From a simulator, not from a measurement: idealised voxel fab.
process module | voxel ribs on slabs
cross-section cut | 290 nm wide | cells 5 nm
A cross-section is a grid of square cells, given in bands from the top down. A band is one or more rows of cells.
Each band's line starts with the height of the band's top and of its bottom, in nm. Then come its materials from left to right, each with its width in nm. One material with "throughout" fills the band from edge to edge. "air" is empty space.
Height 0 is the level under which the wafer as received is all one material. The lowest band goes on downwards, as in "0 down".
A width such as "30 to 40" changes by the same amount from each row of cells to the next, from the band's top row to its bottom row.
"no change" after a step means that no cell of the cross-section changed.
closed voids: empty space of 8 cells or more with no open way to the top, each as width x height at its distance from the left edge, in nm
after a step's settings: what the simulator itself notes on the step
overlay nm, on a step with a mask: how far to the right of its planned place the mask lay; to the left if negative
plan
1 op RECEIVE | material Si
2 op DIRECTIONAL_DEP | material SiO2 | thk nm 25
3 op DIRECTIONAL_DEP | material polySi | thk nm 25
4 op PATTERN | tone cover | mask id RIB | material resist | width nm 30 | thk nm 20 | overlay nm 0
5 op DIRECTIONAL_ETCH | etch materials polySi | depth nm 10
6 op STRIP | etch materials resist
7 op MASKED_ETCH | tone cover | mask id SLAB | width nm 90 | etch materials polySi | depth nm 15 | overlay nm 0
8 op FILL_DEP | material SiO2 | thk nm 25
9 op CMP | height nm 70
10 op DIRECTIONAL_DEP | material TiN | thk nm 5
11 op MASKED_ETCH | tone cover | mask id HEATER | width nm 40 | etch materials TiN | depth nm 5 | overlay nm 0
12 op CONFORMAL_DEP | material SiO2 | thk nm 5
first wafer, as planned
as received, after step 1
  0 down: Si throughout
  closed voids: none
after step 2
  25 to 0: SiO2 throughout
  below 0: unchanged
after step 3
  50 to 25: polySi throughout
  below 25: unchanged
after step 4
  70 to 50: air 130 | resist 30 | air 130
  below 50: unchanged
after step 5
  70 to 50: air 130 | resist 30 | air 130
  50 to 40: air 130 | polySi 30 | air 130
  below 40: unchanged
after step 6
  50 to 40: air 130 | polySi 30 | air 130
  below 40: unchanged
after step 7
  50 to 40: air 130 | polySi 30 | air 130
  40 to 25: air 100 | polySi 90 | air 100
  below 25: unchanged
after step 8
  75 to 50: SiO2 throughout
  50 to 40: SiO2 130 | polySi 30 | SiO2 130
  40 to 25: SiO2 100 | polySi 90 | SiO2 100
  below 25: unchanged
after step 9
  70 to 50: SiO2 throughout
  below 50: unchanged
after step 10
  75 to 70: TiN throughout
  below 70: unchanged
after step 11
  75 to 70: air 125 | TiN 40 | air 125
  below 70: unchanged
after step 12
  80 to 75: air 120 | SiO2 50 | air 120
  75 to 70: SiO2 125 | TiN 40 | SiO2 125
  below 70: unchanged
second wafer: like start, like plan, one mistake. Through step 2 it matches the first wafer
when step 3 should have ended
  75 to 25: polySi throughout
  below 25: unchanged
when step 4 should have ended
  95 to 75: air 130 | resist 30 | air 130
  below 75: unchanged
when step 5 should have ended
  95 to 75: air 130 | resist 30 | air 130
  75 to 65: air 130 | polySi 30 | air 130
  below 65: unchanged
when step 6 should have ended
  75 to 65: air 130 | polySi 30 | air 130
  below 65: unchanged
when step 7 should have ended
  75 to 65: air 130 | polySi 30 | air 130
  65 to 50: air 100 | polySi 90 | air 100
  below 50: unchanged
when step 8 should have ended
  100 to 75: SiO2 throughout
  75 to 65: SiO2 130 | polySi 30 | SiO2 130
  65 to 50: SiO2 100 | polySi 90 | SiO2 100
  below 50: unchanged
when step 9 should have ended
  70 to 65: SiO2 130 | polySi 30 | SiO2 130
  below 65: unchanged
when step 10 should have ended
  75 to 70: TiN throughout
  below 70: unchanged
when step 11 should have ended
  75 to 70: air 125 | TiN 40 | air 125
  below 70: unchanged
when step 12 should have ended
  80 to 75: air 120 | SiO2 50 | air 120
  75 to 70: SiO2 125 | TiN 40 | SiO2 125
  below 70: unchanged
what went wrong: step 3 was run twice
at the end the second wafer has, in cells: 284 fewer of SiO2 | 284 more of polySi
